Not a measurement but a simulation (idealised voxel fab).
Documented hereafter: the process module known as voxel self aligned contacts.
FYI the section here is cut, 205 nm wide, cells are 5 nm squares.
A cross-section is written here as square cells arranged in a grid, and it is given in bands from the top down, each band taking up one or more rows of cells.
Band: top and bottom heights (nm) first, top before bottom; then materials from left to right, widths in nm. "edge to edge" marks a sole material filling the band edge to edge. "blank" denotes empty space.
Height reference: 0 = level under which incoming wafer is all one material. Lowest band: no bottom, runs on downward, e.g. "from 0 down".
Per-row width for "30->40": begins at first number (top row of band), ends at second number (bottom row), increment between rows held constant.
"changes: none" means the step left every cell of the cross-section as it was.
Heads up: "Sealed void listing" only lists the empty pockets with no open path to the top that are 8 cells or more, and it writes them as width x height at distance, distance from the left edge, in nm.
Read whatever lies past the settings on a step's line as the simulator's own remark about the step.
If you see "overlay nm" on a step's line and that step has a mask, it's telling you how far right of where it was planned the mask ended up; a negative number means it went left instead.
Steps planned for the process:
step 1: RECEIVE (material Si)
step 2: CONFORMAL_DEP (material SiO2; thk nm 5)
step 3: DIRECTIONAL_DEP (material polySi; thk nm 20)
step 4: DIRECTIONAL_DEP (material SiN; thk nm 20)
step 5: MASKED_ETCH (tone cover; mask id GATE; width nm 25; pitch nm 50; etch materials SiN; depth nm 20; overlay nm 0)
step 6: MASKED_ETCH (tone cover; mask id GATE; width nm 25; pitch nm 50; etch materials polySi; depth nm 20; overlay nm 0)
step 7: CONFORMAL_DEP (material SiN; thk nm 5)
step 8: DIRECTIONAL_ETCH (etch materials SiN; depth nm 5)
step 9: FILL_DEP (material SiO2; thk nm 15)
step 10: CMP (height nm 50)
step 11: PATTERN (tone open; mask id CONTACT; material resist; width nm 35; pitch nm 50; thk nm 15; overlay nm 0)
step 12: DIRECTIONAL_ETCH (etch materials SiO2; depth nm 50)
step 13: STRIP (etch materials resist)
step 14: CONFORMAL_DEP (material TiN; thk nm 5)
step 15: FILL_DEP (material W; thk nm 10)
step 16: CMP (height nm 50)
step 17: CONFORMAL_DEP (material SiCN; thk nm 5)
Delivered wafer in cross-section: state after step 1:
from 0 down | Si edge to edge
Sealed void listing: none
Look at the cross-section after the module: the wafer started out the way shown above and the plan was the one shown above, yet one mistake was made along the way:
from 55 to 50 | SiCN edge to edge
from 50 to 45 | SiO2 35 nm; SiN 35 nm; TiN 15 nm; SiN 35 nm; TiN 15 nm; SiN 35 nm; SiO2 35 nm
from 45 to 25 | SiN edge to edge
from 25 to 5 | polySi edge to edge
from 5 to 0 | SiO2 edge to edge
from 0 down | Si edge to edge
Sealed void listing: none
What broke from the plan during processing? step 4 in the plan was executed twice
